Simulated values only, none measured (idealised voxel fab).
Process module heading - voxel air gaps
Xsec cut, 300 nm wide, square cell size 5 nm.
For the purposes of this document, a cross-section shall be understood as a grid of square cells, specified as bands listed in top-to-bottom order, each band consisting of one or more rows of cells. The entry gives the band's vertical extent as a top height and a bottom height in nm, then its horizontal make-up as materials from left to right, each with a width in nm. "empty" stands for empty space; a single material marked "edge to edge" fills the band edge to edge. Heights are expressed relative to 0, this being the level below which the as-received wafer comprises one material exclusively. The lowest band is unbounded in the downward direction and is denoted as in "0 nm and below". With a width like "30..40", each row of cells in the band differs from the next by the same amount, the top row carrying the first number and the bottom row the second. "no change occurred" (step): cross-section cells unchanged, all of them. Reported under the label "Non-vented voids" are the empty spaces having no open way to the top and comprising 8 cells or more; the notation for each is width x height at distance, in which the distance is measured from the left edge and all three values are in nm. Text after the settings on a step's line: the simulator's own remark on that step. The setting "overlay nm" may be written on the line of a step. When the step uses a mask, the value reports how far to the right of the planned place the mask lay, and a negative value reports that it lay to the left.
## List of planned process steps
| 1 | RECEIVE, material Si |
| 2 | CONFORMAL_DEP, material SiO2, thk nm 10 |
| 3 | CONFORMAL_DEP, material SiCN, thk nm 5 |
| 4 | DIRECTIONAL_DEP, material SiO2, thk nm 40 |
| 5 | MASKED_ETCH, tone open, mask id LINES, width nm 25, pitch nm 50, etch materials SiO2, depth nm 40, overlay nm 0 |
| 6 | CONFORMAL_DEP, material TiN, thk nm 5 |
| 7 | FILL_DEP, material Ru, thk nm 10 |
| 8 | CMP, height nm 55 |
| 9 | EPI, material Ru, thk nm 10 |
| 10 | SELECTIVE_ETCH, etch materials SiO2, depth nm 50 |
| 11 | CONFORMAL_DEP, material SiCN, thk nm 5 |
## First of two wafers: run as planned
## Wafer at receipt (post step 1), cross-section
0 nm and below: Si edge to edge
Non-vented voids: none
## Cross-section: wafer state after step 2
10 nm to 0 nm: SiO2 edge to edge
Under 0: no change, same as before.
## Cross-section: wafer state after step 3
15 nm to 10 nm: SiCN edge to edge
Under 10: no change, same as before.
## Cross-section: wafer state after step 4
55 nm to 15 nm: SiO2 edge to edge
Under 15: no change, same as before.
## Cross-section: wafer state after step 5
55 nm to 15 nm: SiO2 85 | empty 25 | SiO2 25 | empty 25 | SiO2 25 | empty 25 | SiO2 90
Under 15: no change, same as before.
## Cross-section: wafer state after step 6
60 nm to 55 nm: TiN 90 | empty 15 | TiN 35 | empty 15 | TiN 35 | empty 15 | TiN 95
55 nm to 20 nm: SiO2 85 | TiN 5 | empty 15 | TiN 5 | SiO2 25 | TiN 5 | empty 15 | TiN 5 | SiO2 25 | TiN 5 | empty 15 | TiN 5 | SiO2 90
20 nm to 15 nm: SiO2 85 | TiN 25 | SiO2 25 | TiN 25 | SiO2 25 | TiN 25 | SiO2 90
Under 15: no change, same as before.
## Cross-section: wafer state after step 7
70 nm to 60 nm: Ru edge to edge
60 nm to 55 nm: TiN 90 | Ru 15 | TiN 35 | Ru 15 | TiN 35 | Ru 15 | TiN 95
55 nm to 20 nm: SiO2 85 | TiN 5 | Ru 15 | TiN 5 | SiO2 25 | TiN 5 | Ru 15 | TiN 5 | SiO2 25 | TiN 5 | Ru 15 | TiN 5 | SiO2 90
Under 20: no change, same as before.
## Cross-section: wafer state after step 8
55 nm to 20 nm: SiO2 85 | TiN 5 | Ru 15 | TiN 5 | SiO2 25 | TiN 5 | Ru 15 | TiN 5 | SiO2 25 | TiN 5 | Ru 15 | TiN 5 | SiO2 90
Under 20: no change, same as before.
## Cross-section: wafer state after step 9
65 nm to 55 nm: empty 75 | Ru 45 | empty 5 | Ru 45 | empty 5 | Ru 45 | empty 80
Under 55: no change, same as before.
## Cross-section: wafer state after step 10
65 nm to 55 nm: empty 75 | Ru 45 | empty 5 | Ru 45 | empty 5 | Ru 45 | empty 80
55 nm to 20 nm: empty 85 | TiN 5 | Ru 15 | TiN 5 | empty 25 | TiN 5 | Ru 15 | TiN 5 | empty 25 | TiN 5 | Ru 15 | TiN 5 | empty 90
20 nm to 15 nm: empty 85 | TiN 25 | empty 25 | TiN 25 | empty 25 | TiN 25 | empty 90
Under 15: no change, same as before.
## Cross-section: wafer state after step 11
70 nm to 65 nm: empty 70 | SiCN 155 | empty 75
65 nm to 55 nm: empty 70 | SiCN 5 | Ru 45 | SiCN 5 | Ru 45 | SiCN 5 | Ru 45 | SiCN 5 | empty 75
55 nm to 50 nm: empty 70 | SiCN 15 | TiN 5 | Ru 15 | TiN 5 | SiCN 25 | TiN 5 | Ru 15 | TiN 5 | SiCN 25 | TiN 5 | Ru 15 | TiN 5 | SiCN 15 | empty 75
50 nm to 20 nm: empty 80 | SiCN 5 | TiN 5 | Ru 15 | TiN 5 | SiCN 5 | empty 15 | SiCN 5 | TiN 5 | Ru 15 | TiN 5 | SiCN 5 | empty 15 | SiCN 5 | TiN 5 | Ru 15 | TiN 5 | SiCN 5 | empty 85
20 nm to 15 nm: SiCN 85 | TiN 25 | SiCN 25 | TiN 25 | SiCN 25 | TiN 25 | SiCN 90
Under 15: no change, same as before.
Non-vented voids: 15 x 30 at 115; 15 x 30 at 165
## Wafer two of the pair: same origin, same plan, one error during the run; identical to wafer one up to and including step 3
## Cross-section of the second wafer at the time step 4 of the plan should have ended
55 nm to 10 nm: SiCN edge to edge
Under 10: no change, same as before.
Cross-section of the second wafer at the time step 5 of the plan should have ended: no change occurred
## Cross-section of the second wafer at the time step 6 of the plan should have ended
60 nm to 55 nm: TiN edge to edge
Under 55: no change, same as before.
## Cross-section of the second wafer at the time step 7 of the plan should have ended
70 nm to 60 nm: Ru edge to edge
Under 60: no change, same as before.
## Cross-section of the second wafer at the time step 8 of the plan should have ended
55 nm to 10 nm: SiCN edge to edge
Under 10: no change, same as before.
Cross-section of the second wafer at the time step 9 of the plan should have ended: no change occurred
Cross-section of the second wafer at the time step 10 of the plan should have ended: no change occurred
## Cross-section of the second wafer at the time step 11 of the plan should have ended
60 nm to 10 nm: SiCN edge to edge
Under 10: no change, same as before.
Processing error: planned and actual differ for step 4; actual: DIRECTIONAL_DEP, material SiCN, thk nm 40
Wafer comparison, final, in cells, second relative to first, materials more or fewer: Ru: 117 fewer; SiCN: 404 more; TiN: 57 fewer
The first wafer finishes with 2 closed voids, while the second finishes with 0.
